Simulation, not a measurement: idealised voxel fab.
The name of this process module is voxel fin reveal.
The cross-section shown here is cut; it is 250 nm wide and divided into square cells measuring 5 nm on a side.
Cross-sections here: square-cell grids, written as top-down lists of bands, a band being one or more rows of cells. This entry defines a band. It first specifies the height of the band's top and the height of its bottom in nm, and then specifies the band's materials from left to right, stating each material with its width in nm. The word "everywhere" identifies a single material that fills the band from edge to edge, while the word "empty" identifies empty space. Heights are measured from 0, the level below which the as-received wafer is all one material; the lowest band has no bottom and continues downward, written as in "0 nm and below". The width entry "30 to 40" should be interpreted row by row: the top row of cells in the band takes the first number, the bottom row takes the second number, and the change between adjacent rows is uniform throughout. You'll sometimes find "no change occurred" written for a step, and that's the way of saying that nowhere in the cross-section did a cell change during that step. Closed cavities: empty space of 8 cells or more with no open way to the top, each as width x height at its distance from the left edge, in nm. On a step's line, text after the settings is the simulator commenting on that step. "overlay nm" answers the question of how far to the right of plan the mask lay on a step that has a mask, and when it is negative the answer is to the left.
STEPS PLANNED FOR THE PROCESS
1,RECEIVE,material Si
2,CONFORMAL_DEP,material SiN,thk nm 5
3,DIRECTIONAL_DEP,material aC,thk nm 15
4,PATTERN,tone cover,mask id FINS,material resist,width nm 15,pitch nm 35,thk nm 35,overlay nm 0
5,DIRECTIONAL_ETCH,etch materials aC,depth nm 15
6,STRIP,etch materials resist
7,DIRECTIONAL_ETCH,etch materials SiN,depth nm 5
8,DIRECTIONAL_ETCH,etch materials Si,depth nm 30
9,STRIP,etch materials aC
10,FILL_DEP,material SiO2,thk nm 5
11,CMP,height nm 5
12,SELECTIVE_ETCH,etch materials SiO2,depth nm 25
13,STRIP,etch materials SiN
14,CONFORMAL_DEP,material HfO2,thk nm 5
FIRST OF TWO WAFERS, PROCESSED ACCORDING TO PLAN
AS-RECEIVED STATE OF THE WAFER IN CROSS-SECTION, EQUIVALENT TO POST-STEP 1
    0 nm and below: Si everywhere
    Closed cavities: none
THE WAFER, SEEN IN CROSS-SECTION, AFTER STEP 2
    5 nm to 0 nm: SiN everywhere
    Unchanged below 0.
THE WAFER, SEEN IN CROSS-SECTION, AFTER STEP 3
    20 nm to 5 nm: aC everywhere
    Unchanged below 5.
THE WAFER, SEEN IN CROSS-SECTION, AFTER STEP 4
    55 nm to 20 nm: empty (65), then resist (15), then empty (20), then resist (15), then empty (20), then resist (15), then empty (20), then resist (15), then empty (65)
    Unchanged below 20.
THE WAFER, SEEN IN CROSS-SECTION, AFTER STEP 5
    40 nm to 20 nm: empty (65), then resist (15), then empty (20), then resist (15), then empty (20), then resist (15), then empty (20), then resist (15), then empty (65)
    20 nm to 5 nm: empty (65), then aC (15), then empty (20), then aC (15), then empty (20), then aC (15), then empty (20), then aC (15), then empty (65)
    Unchanged below 5.
THE WAFER, SEEN IN CROSS-SECTION, AFTER STEP 6
    20 nm to 5 nm: empty (65), then aC (15), then empty (20), then aC (15), then empty (20), then aC (15), then empty (20), then aC (15), then empty (65)
    Unchanged below 5.
THE WAFER, SEEN IN CROSS-SECTION, AFTER STEP 7
    20 nm to 5 nm: empty (65), then aC (15), then empty (20), then aC (15), then empty (20), then aC (15), then empty (20), then aC (15), then empty (65)
    5 nm to 0 nm: empty (65), then SiN (15), then empty (20), then SiN (15), then empty (20), then SiN (15), then empty (20), then SiN (15), then empty (65)
    Unchanged below 0.
THE WAFER, SEEN IN CROSS-SECTION, AFTER STEP 8
    20 nm to 5 nm: empty (65), then aC (15), then empty (20), then aC (15), then empty (20), then aC (15), then empty (20), then aC (15), then empty (65)
    5 nm to 0 nm: empty (65), then SiN (15), then empty (20), then SiN (15), then empty (20), then SiN (15), then empty (20), then SiN (15), then empty (65)
    0 nm to -30 nm: empty (65), then Si (15), then empty (20), then Si (15), then empty (20), then Si (15), then empty (20), then Si (15), then empty (65)
    Unchanged below -30.
THE WAFER, SEEN IN CROSS-SECTION, AFTER STEP 9
    5 nm to 0 nm: empty (65), then SiN (15), then empty (20), then SiN (15), then empty (20), then SiN (15), then empty (20), then SiN (15), then empty (65)
    Unchanged below 0.
THE WAFER, SEEN IN CROSS-SECTION, AFTER STEP 10
    10 nm to 5 nm: SiO2 everywhere
    5 nm to 0 nm: SiO2 (65), then SiN (15), then SiO2 (20), then SiN (15), then SiO2 (20), then SiN (15), then SiO2 (20), then SiN (15), then SiO2 (65)
    0 nm to -30 nm: SiO2 (65), then Si (15), then SiO2 (20), then Si (15), then SiO2 (20), then Si (15), then SiO2 (20), then Si (15), then SiO2 (65)
    Unchanged below -30.
THE WAFER, SEEN IN CROSS-SECTION, AFTER STEP 11
    5 nm to 0 nm: SiO2 (65), then SiN (15), then SiO2 (20), then SiN (15), then SiO2 (20), then SiN (15), then SiO2 (20), then SiN (15), then SiO2 (65)
    Unchanged below 0.
THE WAFER, SEEN IN CROSS-SECTION, AFTER STEP 12
    5 nm to 0 nm: empty (65), then SiN (15), then empty (20), then SiN (15), then empty (20), then SiN (15), then empty (20), then SiN (15), then empty (65)
    0 nm to -20 nm: empty (65), then Si (15), then empty (20), then Si (15), then empty (20), then Si (15), then empty (20), then Si (15), then empty (65)
    Unchanged below -20.
THE WAFER, SEEN IN CROSS-SECTION, AFTER STEP 13
    0 nm to -20 nm: empty (65), then Si (15), then empty (20), then Si (15), then empty (20), then Si (15), then empty (20), then Si (15), then empty (65)
    Unchanged below -20.
THE WAFER, SEEN IN CROSS-SECTION, AFTER STEP 14
    5 nm to 0 nm: empty (60), then HfO2 (25), then empty (10), then HfO2 (25), then empty (10), then HfO2 (25), then empty (10), then HfO2 (25), then empty (60)
    0 nm to -15 nm: empty (60), then HfO2 (5), then Si (15), then HfO2 (5), then empty (10), then HfO2 (5), then Si (15), then HfO2 (5), then empty (10), then HfO2 (5), then Si (15), then HfO2 (5), then empty (10), then HfO2 (5), then Si (15), then HfO2 (5), then empty (60)
    -15 nm to -20 nm: HfO2 (65), then Si (15), then HfO2 (20), then Si (15), then HfO2 (20), then Si (15), then HfO2 (20), then Si (15), then HfO2 (65)
    Unchanged below -20.
THE REMAINING WAFER, SECOND OF THE TWO, STARTED LIKE THE FIRST AND WAS RUN TO THE SAME PLAN, EXCEPT THAT ONE MISTAKE WAS MADE ALONG THE WAY; THE TWO COINCIDE THROUGH STEP 11, INCLUSIVE
CROSS-SECTION OF THE SECOND WAFER AT THE TIME BY WHICH STEP 12 SHOULD HAVE BEEN COMPLETED ACCORDING TO THE PLAN
    5 nm to 0 nm: SiO2 (65), then empty (15), then SiO2 (20), then empty (15), then SiO2 (20), then empty (15), then SiO2 (20), then empty (15), then SiO2 (65)
    Unchanged below 0.
CROSS-SECTION OF THE SECOND WAFER AT THE TIME BY WHICH STEP 13 SHOULD HAVE BEEN COMPLETED ACCORDING TO THE PLAN
    0 nm to -20 nm: empty (65), then Si (15), then empty (20), then Si (15), then empty (20), then Si (15), then empty (20), then Si (15), then empty (65)
    -20 nm to -25 nm: SiO2 (40), then empty (25), then Si (15), then empty (20), then Si (15), then empty (20), then Si (15), then empty (20), then Si (15), then empty (25), then SiO2 (40)
    Unchanged below -25.
CROSS-SECTION OF THE SECOND WAFER AT THE TIME BY WHICH STEP 14 SHOULD HAVE BEEN COMPLETED ACCORDING TO THE PLAN
    5 nm to 0 nm: empty (60), then HfO2 (25), then empty (10), then HfO2 (25), then empty (10), then HfO2 (25), then empty (10), then HfO2 (25), then empty (60)
    0 nm to -15 nm: empty (60), then HfO2 (5), then Si (15), then HfO2 (5), then empty (10), then HfO2 (5), then Si (15), then HfO2 (5), then empty (10), then HfO2 (5), then Si (15), then HfO2 (5), then empty (10), then HfO2 (5), then Si (15), then HfO2 (5), then empty (60)
    -15 nm to -20 nm: HfO2 (45), then empty (15), then HfO2 (5), then Si (15), then HfO2 (5), then empty (10), then HfO2 (5), then Si (15), then HfO2 (5), then empty (10), then HfO2 (5), then Si (15), then HfO2 (5), then empty (10), then HfO2 (5), then Si (15), then HfO2 (5), then empty (15), then HfO2 (45)
    -20 nm to -25 nm: SiO2 (40), then HfO2 (25), then Si (15), then HfO2 (20), then Si (15), then HfO2 (20), then Si (15), then HfO2 (20), then Si (15), then HfO2 (25), then SiO2 (40)
    Unchanged below -25.
Nonconformance to the process plan: order of steps 12 and 13 inverted relative to the plan
Final cells, second wafer relative to first, materials higher or lower: 10 more of HfO2, 22 fewer of SiO2
